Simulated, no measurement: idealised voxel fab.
process module | voxel capacitor over wiring
cross-section cut | 215 nm wide | cells 5 nm
A cross-section is a grid of square cells, given in bands from the top down. A band is one or more rows of cells.
Each band's line starts with the height of the band's top and of its bottom, in nm. Then come its materials from left to right, each with its width in nm. One material with "throughout" fills the band from edge to edge. "air" is empty space.
Height 0 is the level under which the wafer as received is all one material. The lowest band goes on downwards, as in "0 down".
A width such as "30 to 40" changes by the same amount from each row of cells to the next, from the band's top row to its bottom row.
"no change" after a step means that no cell of the cross-section changed.
closed voids: empty space of 8 cells or more with no open way to the top, each as width x height at its distance from the left edge, in nm
after a step's settings: what the simulator itself notes on the step
overlay nm, on a step with a mask: how far to the right of its planned place the mask lay; to the left if negative
plan
1 op RECEIVE | material Si
2 op CONFORMAL_DEP | material SiO2 | thk nm 10
3 op CONFORMAL_DEP | material SiN | thk nm 5
4 op DIRECTIONAL_DEP | material lowk | thk nm 15
5 op MASKED_ETCH | tone open | mask id METAL_1 | width nm 30 | pitch nm 100 | etch materials lowk | depth nm 15 | overlay nm 0
6 op MASKED_ETCH | tone open | mask id METAL_1 | width nm 30 | pitch nm 100 | etch materials SiN | depth nm 5 | overlay nm 0
7 op CONFORMAL_DEP | material TiN | thk nm 5
8 op FILL_DEP | material Cu | thk nm 10
9 op CMP | height nm 30
10 op CONFORMAL_DEP | material SiCN | thk nm 5
11 op DIRECTIONAL_DEP | material SiO2 | thk nm 15
12 op DIRECTIONAL_DEP | material aC | thk nm 15
13 op PATTERN | tone open | mask id PLUG_1 | material resist | width nm 15 | thk nm 30 | overlay nm 0
14 op DIRECTIONAL_ETCH | etch materials aC | depth nm 15
15 op STRIP | etch materials resist
16 op DIRECTIONAL_ETCH | etch materials SiO2 | depth nm 15
17 op DIRECTIONAL_ETCH | etch materials SiCN | depth nm 5
18 op STRIP | etch materials aC
19 op CONFORMAL_DEP | material TiN | thk nm 5
20 op FILL_DEP | material Cu | thk nm 5
21 op CMP | height nm 50
22 op DIRECTIONAL_DEP | material TiN | thk nm 10
23 op DIRECTIONAL_DEP | material HfO2 | thk nm 5
24 op DIRECTIONAL_DEP | material TiN | thk nm 5
25 op DIRECTIONAL_DEP | material aC | thk nm 10
26 op PATTERN | tone cover | mask id UPPER_PLATE | material resist | width nm 75 | thk nm 30 | overlay nm 0
27 op DIRECTIONAL_ETCH | etch materials aC | depth nm 10
28 op STRIP | etch materials resist
29 op DIRECTIONAL_ETCH | etch materials TiN | depth nm 5
30 op DIRECTIONAL_ETCH | etch materials HfO2 | depth nm 5
31 op STRIP | etch materials aC
32 op DIRECTIONAL_DEP | material aC | thk nm 10
33 op PATTERN | tone cover | mask id LOWER_PLATE | material resist | width nm 85 | thk nm 25 | overlay nm 0
34 op DIRECTIONAL_ETCH | etch materials aC | depth nm 10
35 op STRIP | etch materials resist
36 op DIRECTIONAL_ETCH | etch materials TiN | depth nm 10
37 op STRIP | etch materials aC
38 op FILL_DEP | material SiO2 | thk nm 15
39 op CMP | height nm 80
40 op PATTERN | tone open | mask id PLUG_2 | material resist | width nm 15 | thk nm 15 | overlay nm 0
41 op DIRECTIONAL_ETCH | etch materials SiO2 | depth nm 10
42 op STRIP | etch materials resist
43 op CONFORMAL_DEP | material TiN | thk nm 5
44 op FILL_DEP | material W | thk nm 10
45 op CMP | height nm 80
46 op CONFORMAL_DEP | material SiCN | thk nm 5
first wafer, as planned
as received, after step 1
  0 down: Si throughout
  closed voids: none
after step 2
  10 to 0: SiO2 throughout
  below 0: unchanged
after step 3
  15 to 10: SiN throughout
  below 10: unchanged
after step 4
  30 to 15: lowk throughout
  below 15: unchanged
after step 5
  30 to 15: lowk 40 | air 30 | lowk 70 | air 30 | lowk 45
  below 15: unchanged
after step 6
  30 to 15: lowk 40 | air 30 | lowk 70 | air 30 | lowk 45
  15 to 10: SiN 40 | air 30 | SiN 70 | air 30 | SiN 45
  below 10: unchanged
after step 7
  35 to 30: TiN 45 | air 20 | TiN 80 | air 20 | TiN 50
  30 to 15: lowk 40 | TiN 5 | air 20 | TiN 5 | lowk 70 | TiN 5 | air 20 | TiN 5 | lowk 45
  15 to 10: SiN 40 | TiN 30 | SiN 70 | TiN 30 | SiN 45
  below 10: unchanged
after step 8
  45 to 35: Cu throughout
  35 to 30: TiN 45 | Cu 20 | TiN 80 | Cu 20 | TiN 50
  30 to 15: lowk 40 | TiN 5 | Cu 20 | TiN 5 | lowk 70 | TiN 5 | Cu 20 | TiN 5 | lowk 45
  below 15: unchanged
after step 9
  30 to 15: lowk 40 | TiN 5 | Cu 20 | TiN 5 | lowk 70 | TiN 5 | Cu 20 | TiN 5 | lowk 45
  below 15: unchanged
after step 10
  35 to 30: SiCN throughout
  below 30: unchanged
after step 11
  50 to 35: SiO2 throughout
  below 35: unchanged
after step 12
  65 to 50: aC throughout
  below 50: unchanged
after step 13
  95 to 65: resist 55 | air 15 | resist 145
  below 65: unchanged
after step 14
  80 to 65: resist 55 | air 15 | resist 145
  65 to 50: aC 55 | air 15 | aC 145
  below 50: unchanged
after step 15
  65 to 50: aC 55 | air 15 | aC 145
  below 50: unchanged
after step 16
  65 to 50: aC 55 | air 15 | aC 145
  50 to 35: SiO2 55 | air 15 | SiO2 145
  below 35: unchanged
after step 17
  65 to 50: aC 55 | air 15 | aC 145
  50 to 35: SiO2 55 | air 15 | SiO2 145
  35 to 30: SiCN 55 | air 15 | SiCN 145
  below 30: unchanged
after step 18
  50 to 35: SiO2 55 | air 15 | SiO2 145
  below 35: unchanged
after step 19
  55 to 50: TiN 60 | air 5 | TiN 150
  50 to 35: SiO2 55 | TiN 5 | air 5 | TiN 5 | SiO2 145
  35 to 30: SiCN 55 | TiN 15 | SiCN 145
  below 30: unchanged
after step 20
  60 to 55: Cu throughout
  55 to 50: TiN 60 | Cu 5 | TiN 150
  50 to 35: SiO2 55 | TiN 5 | Cu 5 | TiN 5 | SiO2 145
  below 35: unchanged
after step 21
  50 to 35: SiO2 55 | TiN 5 | Cu 5 | TiN 5 | SiO2 145
  below 35: unchanged
after step 22
  60 to 50: TiN throughout
  below 50: unchanged
after step 23
  65 to 60: HfO2 throughout
  below 60: unchanged
after step 24
  70 to 65: TiN throughout
  below 65: unchanged
after step 25
  80 to 70: aC throughout
  below 70: unchanged
after step 26
  110 to 80: air 55 | resist 75 | air 85
  below 80: unchanged
after step 27
  100 to 80: air 55 | resist 75 | air 85
  80 to 70: air 55 | aC 75 | air 85
  below 70: unchanged
after step 28
  80 to 70: air 55 | aC 75 | air 85
  below 70: unchanged
after step 29
  80 to 70: air 55 | aC 75 | air 85
  70 to 65: air 55 | TiN 75 | air 85
  below 65: unchanged
after step 30
  80 to 70: air 55 | aC 75 | air 85
  70 to 65: air 55 | TiN 75 | air 85
  65 to 60: air 55 | HfO2 75 | air 85
  below 60: unchanged
after step 31
  70 to 65: air 55 | TiN 75 | air 85
  below 65: unchanged
after step 32
  80 to 70: air 55 | aC 75 | air 85
  70 to 65: aC 55 | TiN 75 | aC 85
  65 to 60: aC 55 | HfO2 75 | aC 85
  below 60: unchanged
after step 33
  105 to 80: air 50 | resist 85 | air 80
  80 to 70: air 50 | resist 5 | aC 75 | resist 5 | air 80
  below 70: unchanged
after step 34
  95 to 80: air 50 | resist 85 | air 80
  80 to 70: air 50 | resist 5 | aC 75 | resist 5 | air 80
  70 to 65: air 50 | aC 5 | TiN 75 | aC 5 | air 80
  65 to 60: air 50 | aC 5 | HfO2 75 | aC 5 | air 80
  below 60: unchanged
after step 35
  80 to 70: air 55 | aC 75 | air 85
  below 70: unchanged
after step 36
  80 to 70: air 55 | aC 75 | air 85
  70 to 65: air 50 | aC 5 | TiN 75 | aC 5 | air 80
  65 to 60: air 50 | aC 5 | HfO2 75 | aC 5 | air 80
  60 to 50: air 50 | TiN 85 | air 80
  below 50: unchanged
after step 37
  70 to 65: air 55 | TiN 75 | air 85
  65 to 60: air 55 | HfO2 75 | air 85
  below 60: unchanged
after step 38
  85 to 70: SiO2 throughout
  70 to 65: SiO2 55 | TiN 75 | SiO2 85
  65 to 60: SiO2 55 | HfO2 75 | SiO2 85
  60 to 50: SiO2 50 | TiN 85 | SiO2 80
  below 50: unchanged
after step 39
  80 to 70: SiO2 throughout
  below 70: unchanged
after step 40
  95 to 80: resist 65 | air 15 | resist 135
  below 80: unchanged
after step 41
  95 to 80: resist 65 | air 15 | resist 135
  80 to 70: SiO2 65 | air 15 | SiO2 135
  below 70: unchanged
after step 42
  80 to 70: SiO2 65 | air 15 | SiO2 135
  below 70: unchanged
after step 43
  85 to 80: TiN 70 | air 5 | TiN 140
  80 to 75: SiO2 65 | TiN 5 | air 5 | TiN 5 | SiO2 135
  75 to 65: SiO2 65 to 55 | TiN 15 to 75 | SiO2 135 to 85
  below 65: unchanged
after step 44
  95 to 85: W throughout
  85 to 80: TiN 70 | W 5 | TiN 140
  80 to 75: SiO2 65 | TiN 5 | W 5 | TiN 5 | SiO2 135
  below 75: unchanged
after step 45
  80 to 75: SiO2 65 | TiN 5 | W 5 | TiN 5 | SiO2 135
  below 75: unchanged
after step 46
  85 to 80: SiCN throughout
  below 80: unchanged
second wafer: like start, like plan, one mistake. Through step 15 it matches the first wafer
when step 16 should have ended
  65 to 50: aC 55 | air 15 | aC 145
  50 to 35: SiO2 55 | air 15 | SiO2 145
  below 35: unchanged
when step 17 should have ended
  65 to 50: aC 55 | air 15 | aC 145
  50 to 35: SiO2 55 | air 15 | SiO2 145
  35 to 30: SiCN 55 | air 15 | SiCN 145
  below 30: unchanged
when step 18 should have ended
  50 to 35: SiO2 55 | air 15 | SiO2 145
  below 35: unchanged
when step 19 should have ended
  55 to 50: TiN 60 | air 5 | TiN 150
  50 to 35: SiO2 55 | TiN 5 | air 5 | TiN 5 | SiO2 145
  35 to 30: SiCN 55 | TiN 15 | SiCN 145
  below 30: unchanged
when step 20 should have ended
  60 to 55: Cu throughout
  55 to 50: TiN 60 | Cu 5 | TiN 150
  50 to 35: SiO2 55 | TiN 5 | Cu 5 | TiN 5 | SiO2 145
  below 35: unchanged
when step 21 should have ended
  50 to 35: SiO2 55 | TiN 5 | Cu 5 | TiN 5 | SiO2 145
  below 35: unchanged
when step 22 should have ended
  60 to 50: TiN throughout
  below 50: unchanged
when step 23 should have ended
  65 to 60: HfO2 throughout
  below 60: unchanged
when step 24 should have ended
  70 to 65: TiN throughout
  below 65: unchanged
when step 25 should have ended
  80 to 70: aC throughout
  below 70: unchanged
when step 26 should have ended
  110 to 80: air 55 | resist 75 | air 85
  below 80: unchanged
when step 27 should have ended
  100 to 80: air 55 | resist 75 | air 85
  80 to 70: air 55 | aC 75 | air 85
  below 70: unchanged
when step 28 should have ended
  80 to 70: air 55 | aC 75 | air 85
  below 70: unchanged
when step 29 should have ended
  80 to 70: air 55 | aC 75 | air 85
  70 to 65: air 55 | TiN 75 | air 85
  below 65: unchanged
when step 30 should have ended
  80 to 70: air 55 | aC 75 | air 85
  70 to 65: air 55 | TiN 75 | air 85
  65 to 60: air 55 | HfO2 75 | air 85
  below 60: unchanged
when step 31 should have ended
  70 to 65: air 55 | TiN 75 | air 85
  below 65: unchanged
when step 32 should have ended
  80 to 70: air 55 | aC 75 | air 85
  70 to 65: aC 55 | TiN 75 | aC 85
  65 to 60: aC 55 | HfO2 75 | aC 85
  below 60: unchanged
when step 33 should have ended
  105 to 80: air 50 | resist 85 | air 80
  80 to 70: air 50 | resist 5 | aC 75 | resist 5 | air 80
  below 70: unchanged
when step 34 should have ended
  95 to 80: air 50 | resist 85 | air 80
  80 to 70: air 50 | resist 5 | aC 75 | resist 5 | air 80
  70 to 65: air 50 | aC 5 | TiN 75 | aC 5 | air 80
  65 to 60: air 50 | aC 5 | HfO2 75 | aC 5 | air 80
  below 60: unchanged
when step 35 should have ended
  80 to 70: air 55 | aC 75 | air 85
  below 70: unchanged
when step 36 should have ended
  80 to 70: air 55 | aC 75 | air 85
  70 to 65: air 50 | aC 5 | TiN 75 | aC 5 | air 80
  65 to 60: air 50 | aC 5 | HfO2 75 | aC 5 | air 80
  60 to 50: air 50 | TiN 85 | air 80
  below 50: unchanged
when step 37 should have ended
  70 to 65: air 55 | TiN 75 | air 85
  65 to 60: air 55 | HfO2 75 | air 85
  below 60: unchanged
when step 38 should have ended
  85 to 70: SiO2 throughout
  70 to 65: SiO2 55 | TiN 75 | SiO2 85
  65 to 60: SiO2 55 | HfO2 75 | SiO2 85
  60 to 50: SiO2 50 | TiN 85 | SiO2 80
  below 50: unchanged
when step 39 should have ended
  80 to 70: SiO2 throughout
  below 70: unchanged
when step 40 should have ended
  95 to 80: resist 65 | air 15 | resist 135
  below 80: unchanged
when step 41 should have ended
  95 to 80: resist 65 | air 15 | resist 135
  80 to 70: SiO2 65 | air 15 | SiO2 135
  below 70: unchanged
when step 42 should have ended
  80 to 70: SiO2 65 | air 15 | SiO2 135
  below 70: unchanged
when step 43 should have ended
  85 to 80: TiN 70 | air 5 | TiN 140
  80 to 75: SiO2 65 | TiN 5 | air 5 | TiN 5 | SiO2 135
  75 to 65: SiO2 65 to 55 | TiN 15 to 75 | SiO2 135 to 85
  below 65: unchanged
when step 44 should have ended
  95 to 85: W throughout
  85 to 80: TiN 70 | W 5 | TiN 140
  80 to 75: SiO2 65 | TiN 5 | W 5 | TiN 5 | SiO2 135
  below 75: unchanged
when step 45 should have ended
  80 to 75: SiO2 65 | TiN 5 | W 5 | TiN 5 | SiO2 135
  below 75: unchanged
when step 46 should have ended
  85 to 80: SiCN throughout
  below 80: unchanged
what went wrong: step 16 was run twice
at the end the two cross-sections are the same: no effect in what this model computes
